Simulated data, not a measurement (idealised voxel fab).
Presented below is a process module, voxel self aligned contacts.
For reference, the cross-section in this document is cut, with width 240 nm and square cells of 5 nm.
Throughout this document, each cross-section is represented as a grid of square cells and is presented as a sequence of bands enumerated from the top downward, where a band comprises one or more rows of cells.
Quick guide to a band line: top height, bottom height (nm) up front; then every material left to right with its width in nm. Only one material and it's marked "all across"? Then it fills the band edge to edge. And "blank" just means empty space.
For the purposes of this specification, 0 denotes the height below which the wafer in its as-received condition is composed wholly of one material, and the lowermost band, lacking a lower limit, extends downward without end, as expressed in "0 -> down".
A two-number width, for instance "30->40", indicates that the width is equal to the first number in the top row of the band and to the second number in the bottom row, and that it changes by a constant amount per row of cells.
Where the words "everything unchanged" appear for a step, the cross-section shows no cell changed by that step; every cell remained as before.
Entry "Enclosed empty spaces" = empty spaces >= 8 cells with no open way to the top; each as width x height at distance, distance from left edge, all nm.
The remark found on a step's line after its settings is issued by the simulator itself and pertains to that step.
A step line may carry the setting "overlay nm", which, for steps involving a mask, states the distance by which the mask lay to the right of its intended position; negative values denote displacement to the left.

plan
1,RECEIVE,material Si
2,OXIDIZE,depth nm 5
3,DIRECTIONAL_DEP,material polySi,thk nm 25
4,DIRECTIONAL_DEP,material SiN,thk nm 20
5,DIRECTIONAL_DEP,material aC,thk nm 15
6,PATTERN,tone cover,mask id GATE,material resist,width nm 25,pitch nm 55,thk nm 30,overlay nm 0
7,DIRECTIONAL_ETCH,etch materials aC,depth nm 15
8,STRIP,etch materials resist
9,DIRECTIONAL_ETCH,etch materials SiN,depth nm 20
10,DIRECTIONAL_ETCH,etch materials polySi,depth nm 25
11,STRIP,etch materials aC
12,CONFORMAL_DEP,material SiN,thk nm 5
13,DIRECTIONAL_ETCH,etch materials SiN,depth nm 5
14,FILL_DEP,material SiO2,thk nm 20
15,CMP,height nm 55
16,PATTERN,tone open,mask id CONTACT,material resist,width nm 40,pitch nm 55,thk nm 20,overlay nm 0
17,DIRECTIONAL_ETCH,etch materials SiO2,depth nm 60
18,STRIP,etch materials resist
19,CONFORMAL_DEP,material TiN,thk nm 5
20,FILL_DEP,material W,thk nm 5
21,CMP,height nm 55
22,CONFORMAL_DEP,material SiCN,thk nm 5

First wafer, two in total, run as planned

Here's what the wafer looked like in cross-section when it arrived - that's after step 1
	0 -> down  Si all across
	Enclosed empty spaces: none

Step 2 complete: cross-section through the wafer
	0 -> -5  SiO2 all across
	Below -5, no change.

Step 3 complete: cross-section through the wafer
	25 -> 0  polySi all across
	Below 0, no change.

Step 4 complete: cross-section through the wafer
	45 -> 25  SiN all across
	Below 25, no change.

Step 5 complete: cross-section through the wafer
	60 -> 45  aC all across
	Below 45, no change.

Step 6 complete: cross-section through the wafer
	90 -> 60  blank: 50  resist: 25  blank: 30  resist: 25  blank: 30  resist: 25  blank: 55
	Below 60, no change.

Step 7 complete: cross-section through the wafer
	75 -> 60  blank: 50  resist: 25  blank: 30  resist: 25  blank: 30  resist: 25  blank: 55
	60 -> 45  blank: 50  aC: 25  blank: 30  aC: 25  blank: 30  aC: 25  blank: 55
	Below 45, no change.

Step 8 complete: cross-section through the wafer
	60 -> 45  blank: 50  aC: 25  blank: 30  aC: 25  blank: 30  aC: 25  blank: 55
	Below 45, no change.

Step 9 complete: cross-section through the wafer
	60 -> 45  blank: 50  aC: 25  blank: 30  aC: 25  blank: 30  aC: 25  blank: 55
	45 -> 25  blank: 50  SiN: 25  blank: 30  SiN: 25  blank: 30  SiN: 25  blank: 55
	Below 25, no change.

Step 10 complete: cross-section through the wafer
	60 -> 45  blank: 50  aC: 25  blank: 30  aC: 25  blank: 30  aC: 25  blank: 55
	45 -> 25  blank: 50  SiN: 25  blank: 30  SiN: 25  blank: 30  SiN: 25  blank: 55
	25 -> 0  blank: 50  polySi: 25  blank: 30  polySi: 25  blank: 30  polySi: 25  blank: 55
	Below 0, no change.

Step 11 complete: cross-section through the wafer
	45 -> 25  blank: 50  SiN: 25  blank: 30  SiN: 25  blank: 30  SiN: 25  blank: 55
	Below 25, no change.

Step 12 complete: cross-section through the wafer
	50 -> 25  blank: 45  SiN: 35  blank: 20  SiN: 35  blank: 20  SiN: 35  blank: 50
	25 -> 5  blank: 45  SiN: 5  polySi: 25  SiN: 5  blank: 20  SiN: 5  polySi: 25  SiN: 5  blank: 20  SiN: 5  polySi: 25  SiN: 5  blank: 50
	5 -> 0  SiN: 50  polySi: 25  SiN: 30  polySi: 25  SiN: 30  polySi: 25  SiN: 55
	Below 0, no change.

Step 13 complete: cross-section through the wafer
	45 -> 25  blank: 45  SiN: 35  blank: 20  SiN: 35  blank: 20  SiN: 35  blank: 50
	25 -> 0  blank: 45  SiN: 5  polySi: 25  SiN: 5  blank: 20  SiN: 5  polySi: 25  SiN: 5  blank: 20  SiN: 5  polySi: 25  SiN: 5  blank: 50
	Below 0, no change.

Step 14 complete: cross-section through the wafer
	65 -> 45  SiO2 all across
	45 -> 25  SiO2: 45  SiN: 35  SiO2: 20  SiN: 35  SiO2: 20  SiN: 35  SiO2: 50
	25 -> 0  SiO2: 45  SiN: 5  polySi: 25  SiN: 5  SiO2: 20  SiN: 5  polySi: 25  SiN: 5  SiO2: 20  SiN: 5  polySi: 25  SiN: 5  SiO2: 50
	Below 0, no change.

Step 15 complete: cross-section through the wafer
	55 -> 45  SiO2 all across
	Below 45, no change.

Step 16 complete: cross-section through the wafer
	75 -> 55  resist: 70  blank: 40  resist: 15  blank: 40  resist: 75
	Below 55, no change.

Step 17 complete: cross-section through the wafer
	75 -> 55  resist: 70  blank: 40  resist: 15  blank: 40  resist: 75
	55 -> 45  SiO2: 70  blank: 40  SiO2: 15  blank: 40  SiO2: 75
	45 -> 25  SiO2: 45  SiN: 35  blank: 20  SiN: 35  blank: 20  SiN: 35  SiO2: 50
	25 -> 0  SiO2: 45  SiN: 5  polySi: 25  SiN: 5  blank: 20  SiN: 5  polySi: 25  SiN: 5  blank: 20  SiN: 5  polySi: 25  SiN: 5  SiO2: 50
	0 -> -5  SiO2: 80  blank: 20  SiO2: 35  blank: 20  SiO2: 85
	Below -5, no change.

Step 18 complete: cross-section through the wafer
	55 -> 45  SiO2: 70  blank: 40  SiO2: 15  blank: 40  SiO2: 75
	Below 45, no change.

Step 19 complete: cross-section through the wafer
	60 -> 55  TiN: 75  blank: 30  TiN: 25  blank: 30  TiN: 80
	55 -> 45  SiO2: 70  TiN: 5->15  blank: 30->10  TiN: 5->15  SiO2: 15  TiN: 5->15  blank: 30->10  TiN: 5->15  SiO2: 75
	45 -> 25  SiO2: 45  SiN: 35  TiN: 5  blank: 10  TiN: 5  SiN: 35  TiN: 5  blank: 10  TiN: 5  SiN: 35  SiO2: 50
	25 -> 0  SiO2: 45  SiN: 5  polySi: 25  SiN: 5  TiN: 5  blank: 10  TiN: 5  SiN: 5  polySi: 25  SiN: 5  TiN: 5  blank: 10  TiN: 5  SiN: 5  polySi: 25  SiN: 5  SiO2: 50
	0 -> -5  SiO2: 80  TiN: 20  SiO2: 35  TiN: 20  SiO2: 85
	Below -5, no change.

Step 20 complete: cross-section through the wafer
	65 -> 60  W all across
	60 -> 55  TiN: 75  W: 30  TiN: 25  W: 30  TiN: 80
	55 -> 45  SiO2: 70  TiN: 5->15  W: 30->10  TiN: 5->15  SiO2: 15  TiN: 5->15  W: 30->10  TiN: 5->15  SiO2: 75
	45 -> 25  SiO2: 45  SiN: 35  TiN: 5  W: 10  TiN: 5  SiN: 35  TiN: 5  W: 10  TiN: 5  SiN: 35  SiO2: 50
	25 -> 0  SiO2: 45  SiN: 5  polySi: 25  SiN: 5  TiN: 5  W: 10  TiN: 5  SiN: 5  polySi: 25  SiN: 5  TiN: 5  W: 10  TiN: 5  SiN: 5  polySi: 25  SiN: 5  SiO2: 50
	Below 0, no change.

Step 21 complete: cross-section through the wafer
	55 -> 45  SiO2: 70  TiN: 5->15  W: 30->10  TiN: 5->15  SiO2: 15  TiN: 5->15  W: 30->10  TiN: 5->15  SiO2: 75
	Below 45, no change.

Step 22 complete: cross-section through the wafer
	60 -> 55  SiCN all across
	Below 55, no change.

Wafer two. Same start, same plan, one slip in execution. Same as wafer one through step 15, inclusive

Here is the second wafer in cross-section at the point where step 16 of the plan should have been done
	75 -> 55  resist: 75  blank: 30  resist: 25  blank: 30  resist: 80
	Below 55, no change.

Here is the second wafer in cross-section at the point where step 17 of the plan should have been done
	75 -> 55  resist: 75  blank: 30  resist: 25  blank: 30  resist: 80
	55 -> 45  SiO2: 75  blank: 30  SiO2: 25  blank: 30  SiO2: 80
	45 -> 25  SiO2: 45  SiN: 35  blank: 20  SiN: 35  blank: 20  SiN: 35  SiO2: 50
	25 -> 0  SiO2: 45  SiN: 5  polySi: 25  SiN: 5  blank: 20  SiN: 5  polySi: 25  SiN: 5  blank: 20  SiN: 5  polySi: 25  SiN: 5  SiO2: 50
	0 -> -5  SiO2: 80  blank: 20  SiO2: 35  blank: 20  SiO2: 85
	Below -5, no change.

Here is the second wafer in cross-section at the point where step 18 of the plan should have been done
	55 -> 45  SiO2: 75  blank: 30  SiO2: 25  blank: 30  SiO2: 80
	Below 45, no change.

Here is the second wafer in cross-section at the point where step 19 of the plan should have been done
	60 -> 55  TiN: 80  blank: 20  TiN: 35  blank: 20  TiN: 85
	55 -> 45  SiO2: 75  TiN: 5->10  blank: 20->10  TiN: 5->10  SiO2: 25  TiN: 5->10  blank: 20->10  TiN: 5->10  SiO2: 80
	45 -> 25  SiO2: 45  SiN: 35  TiN: 5  blank: 10  TiN: 5  SiN: 35  TiN: 5  blank: 10  TiN: 5  SiN: 35  SiO2: 50
	25 -> 0  SiO2: 45  SiN: 5  polySi: 25  SiN: 5  TiN: 5  blank: 10  TiN: 5  SiN: 5  polySi: 25  SiN: 5  TiN: 5  blank: 10  TiN: 5  SiN: 5  polySi: 25  SiN: 5  SiO2: 50
	0 -> -5  SiO2: 80  TiN: 20  SiO2: 35  TiN: 20  SiO2: 85
	Below -5, no change.

Here is the second wafer in cross-section at the point where step 20 of the plan should have been done
	65 -> 60  W all across
	60 -> 55  TiN: 80  W: 20  TiN: 35  W: 20  TiN: 85
	55 -> 45  SiO2: 75  TiN: 5->10  W: 20->10  TiN: 5->10  SiO2: 25  TiN: 5->10  W: 20->10  TiN: 5->10  SiO2: 80
	45 -> 25  SiO2: 45  SiN: 35  TiN: 5  W: 10  TiN: 5  SiN: 35  TiN: 5  W: 10  TiN: 5  SiN: 35  SiO2: 50
	25 -> 0  SiO2: 45  SiN: 5  polySi: 25  SiN: 5  TiN: 5  W: 10  TiN: 5  SiN: 5  polySi: 25  SiN: 5  TiN: 5  W: 10  TiN: 5  SiN: 5  polySi: 25  SiN: 5  SiO2: 50
	Below 0, no change.

Here is the second wafer in cross-section at the point where step 21 of the plan should have been done
	55 -> 45  SiO2: 75  TiN: 5->10  W: 20->10  TiN: 5->10  SiO2: 25  TiN: 5->10  W: 20->10  TiN: 5->10  SiO2: 80
	Below 45, no change.

Here is the second wafer in cross-section at the point where step 22 of the plan should have been done
	60 -> 55  SiCN all across
	Below 55, no change.
Misprocessing identified: not per plan at step 16, really ran PATTERN,tone open,mask id CONTACT,material resist,width nm 30,pitch nm 55,thk nm 20,overlay nm 0
The final cell counts differ between the wafers, with the second having more or fewer of some materials than the first: SiO2 +8 | TiN -4 | W -4
